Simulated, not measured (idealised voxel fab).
process module | voxel air gaps
Cross-section cut: width 210 nm, square cells of 5 nm.
Cross-section format: a grid of square cells, given as bands from top to bottom; each band is one or more rows of cells. Read a band's entry like this: the first values are the height of its top and the height of its bottom in nm, and what follows is the sequence of materials from left to right, each with its width in nm. Note that "air" is empty space, and that a single material marked "throughout" reaches across the band from edge to edge. Ref level 0: as-received wafer is one material below here. Bottom band extends down with no lower bound ("top 0, no bottom"). Width: "30->40" (first number = top row, second number = bottom row, same change from row to row of cells). "no change occurred" (step): cross-section cells unchanged, all of them. If an empty space has no open way to the top and is at least 8 cells in size, "Enclosed internal voids" lists it, written width x height at distance, where distance is measured from the left edge and every value is in nm. Step line, after settings: the simulator's comment on this step. You can add "overlay nm" to a step's line. For a step with a mask, it describes how far the mask lay to the right of its planned position, and a negative number describes a lay to the left.
The following list gives the planned process steps
| 1 | op RECEIVE | material Si |
| 2 | op CONFORMAL_DEP | material SiO2 | thk nm 15 |
| 3 | op CONFORMAL_DEP | material SiCN | thk nm 5 |
| 4 | op DIRECTIONAL_DEP | material SiO2 | thk nm 30 |
| 5 | op DIRECTIONAL_DEP | material aC | thk nm 10 |
| 6 | op PATTERN | tone open | mask id LINES | material resist | width nm 20 | pitch nm 50 | thk nm 30 | overlay nm 0 |
| 7 | op DIRECTIONAL_ETCH | etch materials aC | depth nm 10 |
| 8 | op STRIP | etch materials resist |
| 9 | op DIRECTIONAL_ETCH | etch materials SiO2 | depth nm 30 |
| 10 | op STRIP | etch materials aC |
| 11 | op CONFORMAL_DEP | material TiN | thk nm 5 |
| 12 | op FILL_DEP | material W | thk nm 5 |
| 13 | op CMP | height nm 50 |
| 14 | op EPI | material Ru | thk nm 10 |
| 15 | op SELECTIVE_ETCH | etch materials SiO2 | depth nm 40 |
| 16 | op CONFORMAL_DEP | material SiCN | thk nm 5 |
Incoming wafer, cross-sectional view, post step 1
* top 0, no bottom = Si throughout
* Enclosed internal voids: none
Cross-sectional image of the first of two wafers at the end of the module, the run having proceeded as planned
* top 65, bottom 60 = air=5  SiCN=200  air=5
* top 60, bottom 50 = air=5  SiCN=5  Ru=40  SiCN=10  Ru=40  SiCN=10  Ru=40  SiCN=10  Ru=40  SiCN=5  air=5
* top 50, bottom 45 = air=5  SiCN=15  TiN=5  W=10  TiN=5  SiCN=30  TiN=5  W=10  TiN=5  SiCN=30  TiN=5  W=10  TiN=5  SiCN=30  TiN=5  W=10  TiN=5  SiCN=15  air=5
* top 45, bottom 25 = air=15  SiCN=5  TiN=5  W=10  TiN=5  SiCN=5  air=20  SiCN=5  TiN=5  W=10  TiN=5  SiCN=5  air=20  SiCN=5  TiN=5  W=10  TiN=5  SiCN=5  air=20  SiCN=5  TiN=5  W=10  TiN=5  SiCN=5  air=15
* top 25, bottom 20 = SiCN=20  TiN=20  SiCN=30  TiN=20  SiCN=30  TiN=20  SiCN=30  TiN=20  SiCN=20
* top 20, bottom 15 = SiCN throughout
* top 15, bottom 0 = SiO2 throughout
* top 0, no bottom = Si throughout
* Enclosed internal voids: 20 x 20 at 45; 20 x 20 at 95; 20 x 20 at 145
Wafer two (of two), end-of-module cross-section: start = wafer one, plan = wafer one, one run mistake
* top 65, bottom 60 = air=5  SiCN=205
* top 60, bottom 50 = air=5  SiCN=5  Ru=45  SiCN=5  Ru=45  SiCN=5  Ru=45  SiCN=5  Ru=45  SiCN=5
* top 50, bottom 45 = air=5  SiCN=15  TiN=5  W=15  TiN=5  SiCN=25  TiN=5  W=15  TiN=5  SiCN=25  TiN=5  W=15  TiN=5  SiCN=25  TiN=5  W=15  TiN=5  SiCN=15
* top 45, bottom 25 = air=15  SiCN=5  TiN=5  W=15  TiN=5  SiCN=5  air=15  SiCN=5  TiN=5  W=15  TiN=5  SiCN=5  air=15  SiCN=5  TiN=5  W=15  TiN=5  SiCN=5  air=15  SiCN=5  TiN=5  W=15  TiN=5  SiCN=5  air=10
* top 25, bottom 20 = SiCN=20  TiN=25  SiCN=25  TiN=25  SiCN=25  TiN=25  SiCN=25  TiN=25  SiCN=15
* top 20, bottom 15 = SiCN throughout
* top 15, bottom 0 = SiO2 throughout
* top 0, no bottom = Si throughout
* Enclosed internal voids: 15 x 20 at 50; 15 x 20 at 100; 15 x 20 at 150; 10 x 20 at 200
The mistake made against the process plan was this: so step 6 ended up running with a different setting than we planned, it ran as op PATTERN | tone open | mask id LINES | material resist | width nm 25 | pitch nm 50 | thk nm 30 | overlay nm 0
The final cell counts differ between the wafers, with the second having more or fewer of some materials than the first: +8 Ru | -12 SiCN | +4 TiN | +20 W
Final closed voids: first wafer 3, second wafer 4.
